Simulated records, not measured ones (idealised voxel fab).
process module | voxel plated lines
Each square cell in cross-section cut measures 5 nm, and the section as a whole is 225 nm wide.
Format of a cross-section: grid, square cells. Given as bands. Order: top down. Band: one or more rows of cells.
Top height, bottom height, nm. Materials left to right, width each, nm. Single material + "all across" = fills band edge to edge. "blank" = empty.
Beneath 0, the wafer as received is one material, and that level is where height counting begins. The lowest band goes on downward without a bottom; it is written like "0..down".
It should be noted that a width expressed as "30 to 40" varies in equal increments from row to row of cells within the band, taking the value of the first number at the top row and that of the second number at the bottom row.
"nothing altered", as given for a step, is the statement that not any cell of the cross-section underwent a change during that step.
You'll see "Enclosed void listing" listing empty spaces that have no way open to the top, as long as they're 8 cells or more; the notation is width x height at distance, where the distance is from the left edge, and all of it is in nm.
Note: text after step settings on the step line = simulator remark on that step.
overlay nm: how far to the right of its planned place the mask lay on this masked step (negative: to the left).

-- Below is the list of planned process steps
| 1 | op RECEIVE | material Si |
| 2 | op CONFORMAL_DEP | material SiO2 | thk nm 10 |
| 3 | op DIRECTIONAL_DEP | material TiN | thk nm 5 |
| 4 | op PATTERN | tone open | mask id LINES | material resist | width nm 15 | pitch nm 35 | thk nm 20 | overlay nm 0 |
| 5 | op EPI | material Ru | thk nm 5 |
| 6 | op STRIP | etch materials resist |
| 7 | op DIRECTIONAL_ETCH | etch materials TiN | depth nm 5 |
| 8 | op CONFORMAL_DEP | material SiO2 | thk nm 5 |
varied across the wafers: thk nm of step 8. The plan shows the first wafer's value. All wafers start alike

-- Cross-section of the first incoming wafer of several, state after step 1
* 0..down = Si all across
* Enclosed void listing: none

-- First of several wafers: cross-section at the end of the module, after step 8, its last step
* 25..20 = blank=45 | SiO2=25 | blank=10 | SiO2=25 | blank=10 | SiO2=25 | blank=10 | SiO2=25 | blank=50
* 20..15 = blank=45 | SiO2=5 | Ru=15 | SiO2=5 | blank=10 | SiO2=5 | Ru=15 | SiO2=5 | blank=10 | SiO2=5 | Ru=15 | SiO2=5 | blank=10 | SiO2=5 | Ru=15 | SiO2=5 | blank=50
* 15..10 = SiO2=50 | TiN=15 | SiO2=20 | TiN=15 | SiO2=20 | TiN=15 | SiO2=20 | TiN=15 | SiO2=55
* 10..0 = SiO2 all across
* 0..down = Si all across
* Enclosed void listing: none

-- Final wafer cross-section at module end
* 45..35 = blank=25 | SiO2=170 | blank=30
* 35..20 = SiO2 all across
* 20..15 = SiO2=50 | Ru=15 | SiO2=20 | Ru=15 | SiO2=20 | Ru=15 | SiO2=20 | Ru=15 | SiO2=55
* 15..10 = SiO2=50 | TiN=15 | SiO2=20 | TiN=15 | SiO2=20 | TiN=15 | SiO2=20 | TiN=15 | SiO2=55
* 10..0 = SiO2 all across
* 0..down = Si all across
* Enclosed void listing: none

-- Table: wafers, a row each; end-of-module cell change per material since receipt, gain (+), loss (-); then closed voids
thk nm 5, +12 Ru, +151 SiO2, +12 TiN, Enclosed void listing: none
thk nm 10, +12 Ru, +212 SiO2, +12 TiN, Enclosed void listing: none
thk nm 15, +12 Ru, +261 SiO2, +12 TiN, Enclosed void listing: none
thk nm 20, +12 Ru, +310 SiO2, +12 TiN, Enclosed void listing: none
thk nm 25, +12 Ru, +359 SiO2, +12 TiN, Enclosed void listing: none
